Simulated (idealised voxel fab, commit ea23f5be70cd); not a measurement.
process module | voxel gate over fins
cross-section cut | 295 nm wide | cells 5 nm
A cross-section is a grid of square cells, given in bands from the top down. A band is one or more rows of cells.
Each band's line starts with the height of the band's top and of its bottom, in nm. Then come its materials from left to right, each with its width in nm. One material with "throughout" fills the band from edge to edge. "air" is empty space.
Height 0 is the level under which the wafer as received is all one material. The lowest band goes on downwards, as in "0 down".
A width such as "30 to 40" changes by the same amount from each row of cells to the next, from the band's top row to its bottom row.
"no change" after a step means that no cell of the cross-section changed.
closed voids: empty space of 8 cells or more with no open way to the top, each as width x height at its distance from the left edge, in nm
after a step's settings: what the simulator itself notes on the step
overlay nm, on a step with a mask: how far to the right of its planned place the mask lay; to the left if negative
plan
1 op RECEIVE | material Si
2 op CONFORMAL_DEP | material SiN | thk nm 5
3 op PATTERN | tone cover | mask id FINS | material resist | width nm 15 | pitch nm 35 | thk nm 15 | overlay nm 0
4 op DIRECTIONAL_ETCH | etch materials SiN | depth nm 5
5 op DIRECTIONAL_ETCH | etch materials Si | depth nm 40
6 op STRIP | etch materials resist
7 op FILL_DEP | material SiO2 | thk nm 5
8 op CMP | height nm 5
9 op SELECTIVE_ETCH | etch materials SiO2 | depth nm 20
10 op STRIP | etch materials SiN
11 op CONFORMAL_DEP | material HfO2 | thk nm 5
12 op CONFORMAL_DEP | material TiN | thk nm 5
13 op CONFORMAL_DEP | material TiAl | thk nm 5
14 op CONFORMAL_DEP | material TiN | thk nm 5
15 op FILL_DEP | material W | thk nm 15
16 op CMP | height nm 30
17 op CONFORMAL_DEP | material SiCN | thk nm 10
as received, after step 1
  0 down: Si throughout
  closed voids: none
first wafer at the end, as planned
  40 to 30: SiCN throughout
  30 to 20: W throughout
  20 to 15: W 65 | TiN 160 | W 70
  15 to 10: W 65 | TiN 5 | TiAl 150 | TiN 5 | W 70
  10 to 5: W 65 | TiN 5 | TiAl 5 | TiN 140 | TiAl 5 | TiN 5 | W 70
  5 to 0: TiN 70 | TiAl 5 | TiN 5 | HfO2 25 | TiN 10 | HfO2 25 | TiN 10 | HfO2 25 | TiN 10 | HfO2 25 | TiN 5 | TiAl 5 | TiN 75
  0 to -5: TiAl 75 | TiN 5 | HfO2 5 | Si 15 | HfO2 5 | TiN 10 | HfO2 5 | Si 15 | HfO2 5 | TiN 10 | HfO2 5 | Si 15 | HfO2 5 | TiN 10 | HfO2 5 | Si 15 | HfO2 5 | TiN 5 | TiAl 80
  -5 to -10: TiN 80 | HfO2 5 | Si 15 | HfO2 5 | TiN 10 | HfO2 5 | Si 15 | HfO2 5 | TiN 10 | HfO2 5 | Si 15 | HfO2 5 | TiN 10 | HfO2 5 | Si 15 | HfO2 5 | TiN 85
  -10 to -15: HfO2 85 | Si 15 | HfO2 20 | Si 15 | HfO2 20 | Si 15 | HfO2 20 | Si 15 | HfO2 90
  -15 to -40: SiO2 85 | Si 15 | SiO2 20 | Si 15 | SiO2 20 | Si 15 | SiO2 20 | Si 15 | SiO2 90
  -40 down: Si throughout
  closed voids: none
second wafer at the end: like start, like plan, one mistake
  40 to 30: SiCN throughout
  30 to 15: W throughout
  15 to 10: W 70 | TiN 150 | W 75
  10 to 5: W 70 | TiN 5 | TiAl 140 | TiN 5 | W 75
  5 to 0: W 70 | TiN 5 | TiAl 5 | HfO2 25 | TiAl 10 | HfO2 25 | TiAl 10 | HfO2 25 | TiAl 10 | HfO2 25 | TiAl 5 | TiN 5 | W 75
  0 to -5: TiN 75 | TiAl 5 | HfO2 5 | Si 15 | HfO2 5 | TiAl 10 | HfO2 5 | Si 15 | HfO2 5 | TiAl 10 | HfO2 5 | Si 15 | HfO2 5 | TiAl 10 | HfO2 5 | Si 15 | HfO2 5 | TiAl 5 | TiN 80
  -5 to -10: TiAl 80 | HfO2 5 | Si 15 | HfO2 5 | TiAl 10 | HfO2 5 | Si 15 | HfO2 5 | TiAl 10 | HfO2 5 | Si 15 | HfO2 5 | TiAl 10 | HfO2 5 | Si 15 | HfO2 5 | TiAl 85
  -10 to -15: HfO2 85 | Si 15 | HfO2 20 | Si 15 | HfO2 20 | Si 15 | HfO2 20 | Si 15 | HfO2 90
  -15 to -40: SiO2 85 | Si 15 | SiO2 20 | Si 15 | SiO2 20 | Si 15 | SiO2 20 | Si 15 | SiO2 90
  -40 down: Si throughout
  closed voids: none
what went wrong: step 12 was left out
at the end the second wafer has, in cells: 18 more of TiAl | 83 fewer of TiN | 65 more of W
